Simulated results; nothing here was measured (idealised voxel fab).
process module | voxel local oxidation
cross-section cut | 285 nm wide | cells 5 nm
A cross-section is a grid of square cells, given in bands from the top down. A band is one or more rows of cells.
Each band's line starts with the height of the band's top and of its bottom, in nm. Then come its materials from left to right, each with its width in nm. One material with "throughout" fills the band from edge to edge. "air" is empty space.
Height 0 is the level under which the wafer as received is all one material. The lowest band goes on downwards, as in "0 down".
A width such as "30 to 40" changes by the same amount from each row of cells to the next, from the band's top row to its bottom row.
"no change" after a step means that no cell of the cross-section changed.
closed voids: empty space of 8 cells or more with no open way to the top, each as width x height at its distance from the left edge, in nm
after a step's settings: what the simulator itself notes on the step
overlay nm, on a step with a mask: how far to the right of its planned place the mask lay; to the left if negative
plan
1 op RECEIVE | material Si
2 op OXIDIZE | depth nm 5
3 op CONFORMAL_DEP | material SiN | thk nm 10
4 op DIRECTIONAL_DEP | material aC | thk nm 10
5 op PATTERN | tone cover | mask id ACTIVE | material resist | width nm 100 | thk nm 25 | overlay nm 0
6 op DIRECTIONAL_ETCH | etch materials aC | depth nm 10
7 op STRIP | etch materials resist
8 op DIRECTIONAL_ETCH | etch materials SiN | depth nm 10
9 op STRIP | etch materials aC
10 op SELECTIVE_ETCH | etch materials SiO2 | depth nm 5
11 op OXIDIZE | depth nm 10
12 op STRIP | etch materials SiN
first wafer, as planned
as received, after step 1
  0 down: Si throughout
  closed voids: none
after step 2
  0 to -5: SiO2 throughout
  below -5: unchanged
after step 3
  10 to 0: SiN throughout
  below 0: unchanged
after step 4
  20 to 10: aC throughout
  below 10: unchanged
after step 5
  45 to 20: air 90 | resist 100 | air 95
  below 20: unchanged
after step 6
  35 to 20: air 90 | resist 100 | air 95
  20 to 10: air 90 | aC 100 | air 95
  below 10: unchanged
after step 7
  20 to 10: air 90 | aC 100 | air 95
  below 10: unchanged
after step 8
  20 to 10: air 90 | aC 100 | air 95
  10 to 0: air 90 | SiN 100 | air 95
  below 0: unchanged
after step 9
  10 to 0: air 90 | SiN 100 | air 95
  below 0: unchanged
after step 10
  10 to 0: air 90 | SiN 100 | air 95
  0 to -5: air 95 | SiO2 90 | air 100
  below -5: unchanged
after step 11
  10 to 0: air 90 | SiN 100 | air 95
  0 to -5: air 95 | SiO2 90 | air 100
  -5 to -15: SiO2 105 | Si 70 | SiO2 110
  below -15: unchanged
after step 12
  0 to -5: air 95 | SiO2 90 | air 100
  below -5: unchanged
second wafer: like start, like plan, one mistake. Through step 4 it matches the first wafer
when step 5 should have ended
  45 to 20: resist 90 | air 100 | resist 95
  below 20: unchanged
when step 6 should have ended
  35 to 20: resist 90 | air 100 | resist 95
  20 to 10: aC 90 | air 100 | aC 95
  below 10: unchanged
when step 7 should have ended
  20 to 10: aC 90 | air 100 | aC 95
  below 10: unchanged
when step 8 should have ended
  20 to 10: aC 90 | air 100 | aC 95
  10 to 0: SiN 90 | air 100 | SiN 95
  below 0: unchanged
when step 9 should have ended
  10 to 0: SiN 90 | air 100 | SiN 95
  below 0: unchanged
when step 10 should have ended
  10 to 0: SiN 90 | air 100 | SiN 95
  0 to -5: SiO2 85 | air 110 | SiO2 90
  below -5: unchanged
when step 11 should have ended
  10 to 0: SiN 90 | air 100 | SiN 95
  0 to -5: SiO2 85 | air 110 | SiO2 90
  -5 to -15: Si 75 | SiO2 130 | Si 80
  below -15: unchanged
when step 12 should have ended
  0 to -5: SiO2 85 | air 110 | SiO2 90
  below -5: unchanged
what went wrong: step 5 ran as: op PATTERN | tone open | mask id ACTIVE | material resist | width nm 100 | thk nm 25 | overlay nm 0
at the end the second wafer has, in cells: 34 more of Si | 17 fewer of SiO2
